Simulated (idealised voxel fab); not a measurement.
Process module under the name voxel self aligned contacts
Each square cell in cross-section cut measures 5 nm, and the section as a whole is 255 nm wide.
A cross-section is written here as square cells arranged in a grid, and it is given in bands from the top down, each band taking up one or more rows of cells.
This entry defines a band. It first specifies the height of the band's top and the height of its bottom in nm, and then specifies the band's materials from left to right, stating each material with its width in nm. The word "throughout" identifies a single material that fills the band from edge to edge, while the word "empty" identifies empty space.
Height is counted from the level 0, under which the received wafer is composed throughout of one material. The lowest of the bands is not closed at the bottom but continues downward, in the notation "top 0, no bottom".
Note: "30 to 40" means the width goes from the first number (top row of the band) to the second number (bottom row) in equal steps per row of cells.
"nothing changed" -> step changed no cross-section cell.
Listed in "Enclosed void catalog": every empty space of 8 or more cells without an open way to the top. Form: width x height at distance, the distance being from the left edge, all in nm.
after a step's settings: what the simulator itself notes on the step
overlay nm: mask offset rightward from planned place, masked step; negative means leftward offset.
Guide to the pairs. Each holds a before and an after cross-section around one process step; the after cross-section is cut off at the lowest band that changed. Look under the pair for the step between them and its settings. Pairs can come from different runs of this module on the same starting wafer, so a pair follows on from the one above it only where its entry headed "Pre-process state" says it does.
Pre-process state:
top 60, bottom 55: SiO2=105, empty=45, SiO2=105
top 55, bottom 35: SiO2=75, SiN=45, empty=15, SiN=45, SiO2=75
top 35, bottom 30: SiN throughout
top 30, bottom 5: polySi throughout
top 5, bottom 0: SiO2 throughout
top 0, no bottom: Si throughout
Enclosed void catalog: none
Cross-Section Thereafter:
top 65, bottom 60: TiN=110, empty=35, TiN=110
top 60, bottom 55: SiO2=105, TiN=20, empty=5, TiN=20, SiO2=105
top 55, bottom 40: SiO2=75, SiN=45, TiN=5, empty=5, TiN=5, SiN=45, SiO2=75
top 40, bottom 35: SiO2=75, SiN=45, TiN=15, SiN=45, SiO2=75
Rest of section, below 35: as before.
Enclosed void catalog: none
For reference, the processing step occurring between the two cross-sections presented above is as follows: CONFORMAL_DEP [material TiN] [thk nm 5]
Pre-process state: refer to the pair immediately above; the cross-section shown after its step is the state before this one.
Cross-Section Thereafter:
top 70, bottom 65: Ru throughout
top 65, bottom 60: TiN=110, Ru=35, TiN=110
top 60, bottom 55: SiO2=105, TiN=20, Ru=5, TiN=20, SiO2=105
top 55, bottom 40: SiO2=75, SiN=45, TiN=5, Ru=5, TiN=5, SiN=45, SiO2=75
Rest of section, below 40: as before.
Enclosed void catalog: none
For reference, the processing step occurring between the two cross-sections presented above is as follows: FILL_DEP [material Ru] [thk nm 5]
Pre-process state: refer to the pair immediately above; the cross-section shown after its step is the state before this one.
Cross-Section Thereafter:
top 60, bottom 55: SiO2=105, TiN=20, Ru=5, TiN=20, SiO2=105
Rest of section, below 55: as before.
Enclosed void catalog: none
For reference, the processing step occurring between the two cross-sections presented above is as follows: CMP [height nm 60]
Pre-process state: refer to the pair immediately above; the cross-section shown after its step is the state before this one.
Cross-Section Thereafter:
top 65, bottom 60: SiCN throughout
Rest of section, below 60: as before.
Enclosed void catalog: none
For reference, the processing step occurring between the two cross-sections presented above is as follows: CONFORMAL_DEP [material SiCN] [thk nm 5]
Pre-process state:
top 55, bottom 30: SiN throughout
top 30, bottom 5: polySi throughout
top 5, bottom 0: SiO2 throughout
top 0, no bottom: Si throughout
Enclosed void catalog: none
Cross-Section Thereafter:
top 70, bottom 55: empty=85, resist=30, empty=30, resist=30, empty=80
Rest of section, below 55: as before.
Enclosed void catalog: none
For reference, the processing step occurring between the two cross-sections presented above is as follows: PATTERN [tone cover] [mask id GATE] [material resist] [width nm 30] [pitch nm 60] [thk nm 15] [overlay nm 0]
Pre-process state: refer to the pair immediately above; the cross-section shown after its step is the state before this one.
Cross-Section Thereafter:
top 70, bottom 55: empty=85, resist=30, empty=30, resist=30, empty=80
top 55, bottom 30: empty=85, SiN=30, empty=30, SiN=30, empty=80
Rest of section, below 30: as before.
Enclosed void catalog: none
For reference, the processing step occurring between the two cross-sections presented above is as follows: DIRECTIONAL_ETCH [etch materials SiN] [depth nm 25]
Pre-process state: refer to the pair immediately above; the cross-section shown after its step is the state before this one.
Cross-Section Thereafter:
top 70, bottom 55: empty=85, resist=30, empty=30, resist=30, empty=80
top 55, bottom 30: empty=85, SiN=30, empty=30, SiN=30, empty=80
top 30, bottom 5: empty=85, polySi=30, empty=30, polySi=30, empty=80
Rest of section, below 5: as before.
Enclosed void catalog: none
For reference, the processing step occurring between the two cross-sections presented above is as follows: DIRECTIONAL_ETCH [etch materials polySi] [depth nm 25]
Pre-process state: refer to the pair immediately above; the cross-section shown after its step is the state before this one.
Cross-Section Thereafter:
top 55, bottom 30: empty=85, SiN=30, empty=30, SiN=30, empty=80
Rest of section, below 30: as before.
Enclosed void catalog: none
For reference, the processing step occurring between the two cross-sections presented above is as follows: STRIP [etch materials resist]
Pre-process state: refer to the pair immediately above; the cross-section shown after its step is the state before this one.
Cross-Section Thereafter:
top 65, bottom 30: empty=75, SiN=50, empty=10, SiN=50, empty=70
top 30, bottom 15: empty=75, SiN=10, polySi=30, SiN=10, empty=10, SiN=10, polySi=30, SiN=10, empty=70
top 15, bottom 5: SiN=85, polySi=30, SiN=30, polySi=30, SiN=80
Rest of section, below 5: as before.
Enclosed void catalog: none
For reference, the processing step occurring between the two cross-sections presented above is as follows: CONFORMAL_DEP [material SiN] [thk nm 10]
Pre-process state: refer to the pair immediately above; the cross-section shown after its step is the state before this one.
Cross-Section Thereafter:
top 55, bottom 30: empty=75, SiN=50, empty=10, SiN=50, empty=70
top 30, bottom 5: empty=75, SiN=10, polySi=30, SiN=10, empty=10, SiN=10, polySi=30, SiN=10, empty=70
Rest of section, below 5: as before.
Enclosed void catalog: none
For reference, the processing step occurring between the two cross-sections presented above is as follows: DIRECTIONAL_ETCH [etch materials SiN] [depth nm 10]
Pre-process state: refer to the pair immediately above; the cross-section shown after its step is the state before this one.
Cross-Section Thereafter:
top 70, bottom 55: SiO2 throughout
top 55, bottom 30: SiO2=75, SiN=50, SiO2=10, SiN=50, SiO2=70
top 30, bottom 5: SiO2=75, SiN=10, polySi=30, SiN=10, SiO2=10, SiN=10, polySi=30, SiN=10, SiO2=70
Rest of section, below 5: as before.
Enclosed void catalog: none
For reference, the processing step occurring between the two cross-sections presented above is as follows: FILL_DEP [material SiO2] [thk nm 15]
Pre-process state: refer to the pair immediately above; the cross-section shown after its step is the state before this one.
Cross-Section Thereafter:
top 60, bottom 55: SiO2 throughout
Rest of section, below 55: as before.
Enclosed void catalog: none
For reference, the processing step occurring between the two cross-sections presented above is as follows: CMP [height nm 60]
Pre-process state: refer to the pair immediately above; the cross-section shown after its step is the state before this one.
Cross-Section Thereafter:
top 75, bottom 60: resist=105, empty=45, resist=105
Rest of section, below 60: as before.
Enclosed void catalog: none
For reference, the processing step occurring between the two cross-sections presented above is as follows: PATTERN [tone open] [mask id CONTACT] [material resist] [width nm 45] [thk nm 15] [overlay nm 0]
Pre-process state: refer to the pair immediately above; the cross-section shown after its step is the state before this one.
Cross-Section Thereafter:
top 75, bottom 60: resist=105, empty=45, resist=105
top 60, bottom 55: SiO2=105, empty=45, SiO2=105
top 55, bottom 30: SiO2=75, SiN=50, empty=10, SiN=50, SiO2=70
top 30, bottom 5: SiO2=75, SiN=10, polySi=30, SiN=10, empty=10, SiN=10, polySi=30, SiN=10, SiO2=70
top 5, bottom 0: SiO2=125, empty=10, SiO2=120
Rest of section, below 0: as before.
Enclosed void catalog: none
For reference, the processing step occurring between the two cross-sections presented above is as follows: DIRECTIONAL_ETCH [etch materials SiO2] [depth nm 60]
Pre-process state: refer to the pair immediately above; the cross-section shown after its step is the state before this one.
Cross-Section Thereafter:
top 60, bottom 55: SiO2=105, empty=45, SiO2=105
Rest of section, below 55: as before.
Enclosed void catalog: none
For reference, the processing step occurring between the two cross-sections presented above is as follows: STRIP [etch materials resist]
Pre-process state: refer to the pair immediately above; the cross-section shown after its step is the state before this one.
Cross-Section Thereafter:
top 65, bottom 60: TiN=110, empty=35, TiN=110
top 60, bottom 55: SiO2=105, TiN=45, SiO2=105
top 55, bottom 30: SiO2=75, SiN=50, TiN=10, SiN=50, SiO2=70
top 30, bottom 5: SiO2=75, SiN=10, polySi=30, SiN=10, TiN=10, SiN=10, polySi=30, SiN=10, SiO2=70
top 5, bottom 0: SiO2=125, TiN=10, SiO2=120
Rest of section, below 0: as before.
Enclosed void catalog: none
For reference, the processing step occurring between the two cross-sections presented above is as follows: CONFORMAL_DEP [material TiN] [thk nm 5]
Pre-process state: refer to the pair immediately above; the cross-section shown after its step is the state before this one.
Cross-Section Thereafter:
top 70, bottom 65: Ru throughout
top 65, bottom 60: TiN=110, Ru=35, TiN=110
Rest of section, below 60: as before.
Enclosed void catalog: none
For reference, the processing step occurring between the two cross-sections presented above is as follows: FILL_DEP [material Ru] [thk nm 5]
Pre-process state: refer to the pair immediately above; the cross-section shown after its step is the state before this one.
Cross-Section Thereafter:
top 60, bottom 55: SiO2=105, TiN=45, SiO2=105
Rest of section, below 55: as before.
Enclosed void catalog: none
For reference, the processing step occurring between the two cross-sections presented above is as follows: CMP [height nm 60]
Pre-process state: refer to the pair immediately above; the cross-section shown after its step is the state before this one.
Cross-Section Thereafter:
top 65, bottom 60: SiCN throughout
Rest of section, below 60: as before.
Enclosed void catalog: none
For reference, the processing step occurring between the two cross-sections presented above is as follows: CONFORMAL_DEP [material SiCN] [thk nm 5]
Pre-process state:
top 55, bottom 30: SiN throughout
top 30, bottom 5: polySi throughout
top 5, bottom 0: SiO2 throughout
top 0, no bottom: Si throughout
Enclosed void catalog: none
Cross-Section Thereafter:
top 70, bottom 55: empty=95, resist=25, empty=35, resist=25, empty=75
Rest of section, below 55: as before.
Enclosed void catalog: none
For reference, the processing step occurring between the two cross-sections presented above is as follows: PATTERN [tone cover] [mask id GATE] [material resist] [width nm 25] [pitch nm 60] [thk nm 15] [overlay nm 10]
Pre-process state: refer to the pair immediately above; the cross-section shown after its step is the state before this one.
Cross-Section Thereafter:
top 70, bottom 55: empty=95, resist=25, empty=35, resist=25, empty=75
top 55, bottom 30: empty=95, SiN=25, empty=35, SiN=25, empty=75
Rest of section, below 30: as before.
Enclosed void catalog: none
For reference, the processing step occurring between the two cross-sections presented above is as follows: DIRECTIONAL_ETCH [etch materials SiN] [depth nm 25]
Pre-process state: refer to the pair immediately above; the cross-section shown after its step is the state before this one.
Cross-Section Thereafter:
top 70, bottom 55: empty=95, resist=25, empty=35, resist=25, empty=75
top 55, bottom 30: empty=95, SiN=25, empty=35, SiN=25, empty=75
top 30, bottom 5: empty=95, polySi=25, empty=35, polySi=25, empty=75
Rest of section, below 5: as before.
Enclosed void catalog: none
For reference, the processing step occurring between the two cross-sections presented above is as follows: DIRECTIONAL_ETCH [etch materials polySi] [depth nm 25]
Pre-process state: refer to the pair immediately above; the cross-section shown after its step is the state before this one.
Cross-Section Thereafter:
top 55, bottom 30: empty=95, SiN=25, empty=35, SiN=25, empty=75
Rest of section, below 30: as before.
Enclosed void catalog: none
For reference, the processing step occurring between the two cross-sections presented above is as follows: STRIP [etch materials resist]
Pre-process state: refer to the pair immediately above; the cross-section shown after its step is the state before this one.
Cross-Section Thereafter:
top 65, bottom 30: empty=85, SiN=45, empty=15, SiN=45, empty=65
top 30, bottom 15: empty=85, SiN=10, polySi=25, SiN=10, empty=15, SiN=10, polySi=25, SiN=10, empty=65
top 15, bottom 5: SiN=95, polySi=25, SiN=35, polySi=25, SiN=75
Rest of section, below 5: as before.
Enclosed void catalog: none
For reference, the processing step occurring between the two cross-sections presented above is as follows: CONFORMAL_DEP [material SiN] [thk nm 10]
Pre-process state: refer to the pair immediately above; the cross-section shown after its step is the state before this one.
Cross-Section Thereafter:
top 55, bottom 30: empty=85, SiN=45, empty=15, SiN=45, empty=65
top 30, bottom 5: empty=85, SiN=10, polySi=25, SiN=10, empty=15, SiN=10, polySi=25, SiN=10, empty=65
Rest of section, below 5: as before.
Enclosed void catalog: none
For reference, the processing step occurring between the two cross-sections presented above is as follows: DIRECTIONAL_ETCH [etch materials SiN] [depth nm 10]
Pre-process state: refer to the pair immediately above; the cross-section shown after its step is the state before this one.
Cross-Section Thereafter:
top 70, bottom 55: SiO2 throughout
top 55, bottom 30: SiO2=85, SiN=45, SiO2=15, SiN=45, SiO2=65
top 30, bottom 5: SiO2=85, SiN=10, polySi=25, SiN=10, SiO2=15, SiN=10, polySi=25, SiN=10, SiO2=65
Rest of section, below 5: as before.
Enclosed void catalog: none
For reference, the processing step occurring between the two cross-sections presented above is as follows: FILL_DEP [material SiO2] [thk nm 15]
Pre-process state: refer to the pair immediately above; the cross-section shown after its step is the state before this one.
Cross-Section Thereafter:
top 60, bottom 55: SiO2 throughout
Rest of section, below 55: as before.
Enclosed void catalog: none
For reference, the processing step occurring between the two cross-sections presented above is as follows: CMP [height nm 60]
Pre-process state: refer to the pair immediately above; the cross-section shown after its step is the state before this one.
Cross-Section Thereafter:
top 75, bottom 60: resist=105, empty=45, resist=105
Rest of section, below 60: as before.
Enclosed void catalog: none
For reference, the processing step occurring between the two cross-sections presented above is as follows: PATTERN [tone open] [mask id CONTACT] [material resist] [width nm 45] [thk nm 15] [overlay nm 0]
Pre-process state: refer to the pair immediately above; the cross-section shown after its step is the state before this one.
Cross-Section Thereafter:
top 75, bottom 60: resist=105, empty=45, resist=105
top 60, bottom 55: SiO2=105, empty=45, SiO2=105
top 55, bottom 30: SiO2=85, SiN=45, empty=15, SiN=45, SiO2=65
top 30, bottom 5: SiO2=85, SiN=10, polySi=25, SiN=10, empty=15, SiN=10, polySi=25, SiN=10, SiO2=65
top 5, bottom 0: SiO2=130, empty=15, SiO2=110
Rest of section, below 0: as before.
Enclosed void catalog: none
For reference, the processing step occurring between the two cross-sections presented above is as follows: DIRECTIONAL_ETCH [etch materials SiO2] [depth nm 60]
Pre-process state: refer to the pair immediately above; the cross-section shown after its step is the state before this one.
Cross-Section Thereafter:
top 60, bottom 55: SiO2=105, empty=45, SiO2=105
Rest of section, below 55: as before.
Enclosed void catalog: none
For reference, the processing step occurring between the two cross-sections presented above is as follows: STRIP [etch materials resist]
Pre-process state: refer to the pair immediately above; the cross-section shown after its step is the state before this one.
Cross-Section Thereafter:
top 65, bottom 60: TiN=110, empty=35, TiN=110
top 60, bottom 55: SiO2=105, TiN=30, empty=5, TiN=10, SiO2=105
top 55, bottom 30: SiO2=85, SiN=45, TiN=5, empty=5, TiN=5, SiN=45, SiO2=65
top 30, bottom 5: SiO2=85, SiN=10, polySi=25, SiN=10, TiN=5, empty=5, TiN=5, SiN=10, polySi=25, SiN=10, SiO2=65
top 5, bottom 0: SiO2=130, TiN=15, SiO2=110
Rest of section, below 0: as before.
Enclosed void catalog: none
For reference, the processing step occurring between the two cross-sections presented above is as follows: CONFORMAL_DEP [material TiN] [thk nm 5]
Pre-process state: refer to the pair immediately above; the cross-section shown after its step is the state before this one.
Cross-Section Thereafter:
top 70, bottom 65: Ru throughout
top 65, bottom 60: TiN=110, Ru=35, TiN=110
top 60, bottom 55: SiO2=105, TiN=30, Ru=5, TiN=10, SiO2=105
top 55, bottom 30: SiO2=85, SiN=45, TiN=5, Ru=5, TiN=5, SiN=45, SiO2=65
top 30, bottom 5: SiO2=85, SiN=10, polySi=25, SiN=10, TiN=5, Ru=5, TiN=5, SiN=10, polySi=25, SiN=10, SiO2=65
Rest of section, below 5: as before.
Enclosed void catalog: none
For reference, the processing step occurring between the two cross-sections presented above is as follows: FILL_DEP [material Ru] [thk nm 5]
Pre-process state: refer to the pair immediately above; the cross-section shown after its step is the state before this one.
Cross-Section Thereafter:
top 60, bottom 55: SiO2=105, TiN=30, Ru=5, TiN=10, SiO2=105
Rest of section, below 55: as before.
Enclosed void catalog: none
For reference, the processing step occurring between the two cross-sections presented above is as follows: CMP [height nm 60]
Pre-process state: refer to the pair immediately above; the cross-section shown after its step is the state before this one.
Cross-Section Thereafter:
top 65, bottom 60: SiCN throughout
Rest of section, below 60: as before.
Enclosed void catalog: none
For reference, the processing step occurring between the two cross-sections presented above is as follows: CONFORMAL_DEP [material SiCN] [thk nm 5]
Pre-process state:
top 55, bottom 30: empty=85, SiN=25, empty=35, SiN=25, empty=85
top 30, bottom 5: empty=85, polySi=25, empty=35, polySi=25, empty=85
top 5, bottom 0: SiO2 throughout
top 0, no bottom: Si throughout
Enclosed void catalog: none
Cross-Section Thereafter:
top 65, bottom 55: empty=75, polySi=45, empty=15, polySi=45, empty=75
top 55, bottom 30: empty=75, polySi=10, SiN=25, polySi=10, empty=15, polySi=10, SiN=25, polySi=10, empty=75
top 30, bottom 15: empty=75, polySi=45, empty=15, polySi=45, empty=75
top 15, bottom 5: polySi throughout
Rest of section, below 5: as before.
Enclosed void catalog: none
For reference, the processing step occurring between the two cross-sections presented above is as follows: CONFORMAL_DEP [material polySi] [thk nm 10]
Pre-process state: refer to the pair immediately above; the cross-section shown after its step is the state before this one.
Cross-Section Thereafter:
top 80, bottom 65: SiO2 throughout
top 65, bottom 55: SiO2=75, polySi=45, SiO2=15, polySi=45, SiO2=75
top 55, bottom 30: SiO2=75, polySi=10, SiN=25, polySi=10, SiO2=15, polySi=10, SiN=25, polySi=10, SiO2=75
top 30, bottom 15: SiO2=75, polySi=45, SiO2=15, polySi=45, SiO2=75
Rest of section, below 15: as before.
Enclosed void catalog: none
For reference, the processing step occurring between the two cross-sections presented above is as follows: FILL_DEP [material SiO2] [thk nm 15]
Pre-process state: refer to the pair immediately above; the cross-section shown after its step is the state before this one.
Cross-Section Thereafter:
top 60, bottom 55: SiO2=75, polySi=45, SiO2=15, polySi=45, SiO2=75
Rest of section, below 55: as before.
Enclosed void catalog: none
For reference, the processing step occurring between the two cross-sections presented above is as follows: CMP [height nm 60]
Pre-process state: refer to the pair immediately above; the cross-section shown after its step is the state before this one.
Cross-Section Thereafter:
top 75, bottom 60: resist=105, empty=45, resist=105
Rest of section, below 60: as before.
Enclosed void catalog: none
For reference, the processing step occurring between the two cross-sections presented above is as follows: PATTERN [tone open] [mask id CONTACT] [material resist] [width nm 45] [thk nm 15] [overlay nm 0]
Pre-process state: refer to the pair immediately above; the cross-section shown after its step is the state before this one.
Cross-Section Thereafter:
top 75, bottom 60: resist=105, empty=45, resist=105
top 60, bottom 55: SiO2=75, polySi=45, empty=15, polySi=45, SiO2=75
top 55, bottom 30: SiO2=75, polySi=10, SiN=25, polySi=10, empty=15, polySi=10, SiN=25, polySi=10, SiO2=75
top 30, bottom 15: SiO2=75, polySi=45, empty=15, polySi=45, SiO2=75
Rest of section, below 15: as before.
Enclosed void catalog: none
For reference, the processing step occurring between the two cross-sections presented above is as follows: DIRECTIONAL_ETCH [etch materials SiO2] [depth nm 60]
Pre-process state: refer to the pair immediately above; the cross-section shown after its step is the state before this one.
Cross-Section Thereafter:
top 60, bottom 55: SiO2=75, polySi=45, empty=15, polySi=45, SiO2=75
Rest of section, below 55: as before.
Enclosed void catalog: none
For reference, the processing step occurring between the two cross-sections presented above is as follows: STRIP [etch materials resist]
Pre-process state: refer to the pair immediately above; the cross-section shown after its step is the state before this one.
Cross-Section Thereafter:
top 65, bottom 60: TiN=125, empty=5, TiN=125
top 60, bottom 55: SiO2=75, polySi=45, TiN=5, empty=5, TiN=5, polySi=45, SiO2=75
top 55, bottom 30: SiO2=75, polySi=10, SiN=25, polySi=10, TiN=5, empty=5, TiN=5, polySi=10, SiN=25, polySi=10, SiO2=75
top 30, bottom 20: SiO2=75, polySi=45, TiN=5, empty=5, TiN=5, polySi=45, SiO2=75
top 20, bottom 15: SiO2=75, polySi=45, TiN=15, polySi=45, SiO2=75
Rest of section, below 15: as before.
Enclosed void catalog: none
For reference, the processing step occurring between the two cross-sections presented above is as follows: CONFORMAL_DEP [material TiN] [thk nm 5]
Pre-process state: refer to the pair immediately above; the cross-section shown after its step is the state before this one.
Cross-Section Thereafter:
top 70, bottom 65: Ru throughout
top 65, bottom 60: TiN=125, Ru=5, TiN=125
top 60, bottom 55: SiO2=75, polySi=45, TiN=5, Ru=5, TiN=5, polySi=45, SiO2=75
top 55, bottom 30: SiO2=75, polySi=10, SiN=25, polySi=10, TiN=5, Ru=5, TiN=5, polySi=10, SiN=25, polySi=10, SiO2=75
top 30, bottom 20: SiO2=75, polySi=45, TiN=5, Ru=5, TiN=5, polySi=45, SiO2=75
Rest of section, below 20: as before.
Enclosed void catalog: none
For reference, the processing step occurring between the two cross-sections presented above is as follows: FILL_DEP [material Ru] [thk nm 5]
Pre-process state: refer to the pair immediately above; the cross-section shown after its step is the state before this one.
Cross-Section Thereafter:
top 60, bottom 55: SiO2=75, polySi=45, TiN=5, Ru=5, TiN=5, polySi=45, SiO2=75
Rest of section, below 55: as before.
Enclosed void catalog: none
For reference, the processing step occurring between the two cross-sections presented above is as follows: CMP [height nm 60]
Pre-process state: refer to the pair immediately above; the cross-section shown after its step is the state before this one.
Cross-Section Thereafter:
top 65, bottom 60: SiCN throughout
Rest of section, below 60: as before.
Enclosed void catalog: none
For reference, the processing step occurring between the two cross-sections presented above is as follows: CONFORMAL_DEP [material SiCN] [thk nm 5]
Pre-process state:
top 55, bottom 30: SiN throughout
top 30, bottom 5: polySi throughout
top 5, bottom 0: SiO2 throughout
top 0, no bottom: Si throughout
Enclosed void catalog: none
Cross-Section Thereafter:
top 70, bottom 55: resist=85, empty=25, resist=35, empty=25, resist=85
Rest of section, below 55: as before.
Enclosed void catalog: none
For reference, the processing step occurring between the two cross-sections presented above is as follows: PATTERN [tone open] [mask id GATE] [material resist] [width nm 25] [pitch nm 60] [thk nm 15] [overlay nm 0]
Pre-process state: refer to the pair immediately above; the cross-section shown after its step is the state before this one.
Cross-Section Thereafter:
top 70, bottom 55: resist=85, empty=25, resist=35, empty=25, resist=85
top 55, bottom 30: SiN=85, empty=25, SiN=35, empty=25, SiN=85
Rest of section, below 30: as before.
Enclosed void catalog: none
For reference, the processing step occurring between the two cross-sections presented above is as follows: DIRECTIONAL_ETCH [etch materials SiN] [depth nm 25]
Pre-process state: refer to the pair immediately above; the cross-section shown after its step is the state before this one.
Cross-Section Thereafter:
top 70, bottom 55: resist=85, empty=25, resist=35, empty=25, resist=85
top 55, bottom 30: SiN=85, empty=25, SiN=35, empty=25, SiN=85
top 30, bottom 5: polySi=85, empty=25, polySi=35, empty=25, polySi=85
Rest of section, below 5: as before.
Enclosed void catalog: none
For reference, the processing step occurring between the two cross-sections presented above is as follows: DIRECTIONAL_ETCH [etch materials polySi] [depth nm 25]
Pre-process state: refer to the pair immediately above; the cross-section shown after its step is the state before this one.
Cross-Section Thereafter:
top 55, bottom 30: SiN=85, empty=25, SiN=35, empty=25, SiN=85
Rest of section, below 30: as before.
Enclosed void catalog: none
For reference, the processing step occurring between the two cross-sections presented above is as follows: STRIP [etch materials resist]
Pre-process state: refer to the pair immediately above; the cross-section shown after its step is the state before this one.
Cross-Section Thereafter:
top 65, bottom 30: SiN=95, empty=5, SiN=55, empty=5, SiN=95
top 30, bottom 15: polySi=85, SiN=10, empty=5, SiN=10, polySi=35, SiN=10, empty=5, SiN=10, polySi=85
top 15, bottom 5: polySi=85, SiN=25, polySi=35, SiN=25, polySi=85
Rest of section, below 5: as before.
Enclosed void catalog: none
For reference, the processing step occurring between the two cross-sections presented above is as follows: CONFORMAL_DEP [material SiN] [thk nm 10]
Pre-process state: refer to the pair immediately above; the cross-section shown after its step is the state before this one.
Cross-Section Thereafter:
top 55, bottom 30: SiN=95, empty=5, SiN=55, empty=5, SiN=95
top 30, bottom 5: polySi=85, SiN=10, empty=5, SiN=10, polySi=35, SiN=10, empty=5, SiN=10, polySi=85
Rest of section, below 5: as before.
Enclosed void catalog: none
For reference, the processing step occurring between the two cross-sections presented above is as follows: DIRECTIONAL_ETCH [etch materials SiN] [depth nm 10]
Pre-process state: refer to the pair immediately above; the cross-section shown after its step is the state before this one.
Cross-Section Thereafter:
top 70, bottom 55: SiO2 throughout
top 55, bottom 30: SiN=95, SiO2=5, SiN=55, SiO2=5, SiN=95
top 30, bottom 5: polySi=85, SiN=10, SiO2=5, SiN=10, polySi=35, SiN=10, SiO2=5, SiN=10, polySi=85
Rest of section, below 5: as before.
Enclosed void catalog: none
For reference, the processing step occurring between the two cross-sections presented above is as follows: FILL_DEP [material SiO2] [thk nm 15]
Pre-process state: refer to the pair immediately above; the cross-section shown after its step is the state before this one.
Cross-Section Thereafter:
top 60, bottom 55: SiO2 throughout
Rest of section, below 55: as before.
Enclosed void catalog: none
For reference, the processing step occurring between the two cross-sections presented above is as follows: CMP [height nm 60]
Pre-process state: refer to the pair immediately above; the cross-section shown after its step is the state before this one.
Cross-Section Thereafter:
top 75, bottom 60: resist=105, empty=45, resist=105
Rest of section, below 60: as before.
Enclosed void catalog: none
For reference, the processing step occurring between the two cross-sections presented above is as follows: PATTERN [tone open] [mask id CONTACT] [material resist] [width nm 45] [thk nm 15] [overlay nm 0]
Pre-process state: refer to the pair immediately above; the cross-section shown after its step is the state before this one.
Cross-Section Thereafter:
top 75, bottom 60: resist=105, empty=45, resist=105
top 60, bottom 55: SiO2=105, empty=45, SiO2=105
Rest of section, below 55: as before.
Enclosed void catalog: none
For reference, the processing step occurring between the two cross-sections presented above is as follows: DIRECTIONAL_ETCH [etch materials SiO2] [depth nm 60]
Pre-process state: refer to the pair immediately above; the cross-section shown after its step is the state before this one.
Cross-Section Thereafter:
top 60, bottom 55: SiO2=105, empty=45, SiO2=105
Rest of section, below 55: as before.
Enclosed void catalog: none
For reference, the processing step occurring between the two cross-sections presented above is as follows: STRIP [etch materials resist]
Pre-process state: refer to the pair immediately above; the cross-section shown after its step is the state before this one.
Cross-Section Thereafter:
top 65, bottom 60: TiN=110, empty=35, TiN=110
top 60, bottom 55: SiO2=105, TiN=45, SiO2=105
Rest of section, below 55: as before.
Enclosed void catalog: none
For reference, the processing step occurring between the two cross-sections presented above is as follows: CONFORMAL_DEP [material TiN] [thk nm 5]
Pre-process state: refer to the pair immediately above; the cross-section shown after its step is the state before this one.
Cross-Section Thereafter:
top 70, bottom 65: Ru throughout
top 65, bottom 60: TiN=110, Ru=35, TiN=110
Rest of section, below 60: as before.
Enclosed void catalog: none
For reference, the processing step occurring between the two cross-sections presented above is as follows: FILL_DEP [material Ru] [thk nm 5]
Pre-process state: refer to the pair immediately above; the cross-section shown after its step is the state before this one.
Cross-Section Thereafter:
top 60, bottom 55: SiO2=105, TiN=45, SiO2=105
Rest of section, below 55: as before.
Enclosed void catalog: none
For reference, the processing step occurring between the two cross-sections presented above is as follows: CMP [height nm 60]
Pre-process state: refer to the pair immediately above; the cross-section shown after its step is the state before this one.
Cross-Section Thereafter:
top 65, bottom 60: SiCN throughout
Rest of section, below 60: as before.
Enclosed void catalog: none
For reference, the processing step occurring between the two cross-sections presented above is as follows: CONFORMAL_DEP [material SiCN] [thk nm 5]
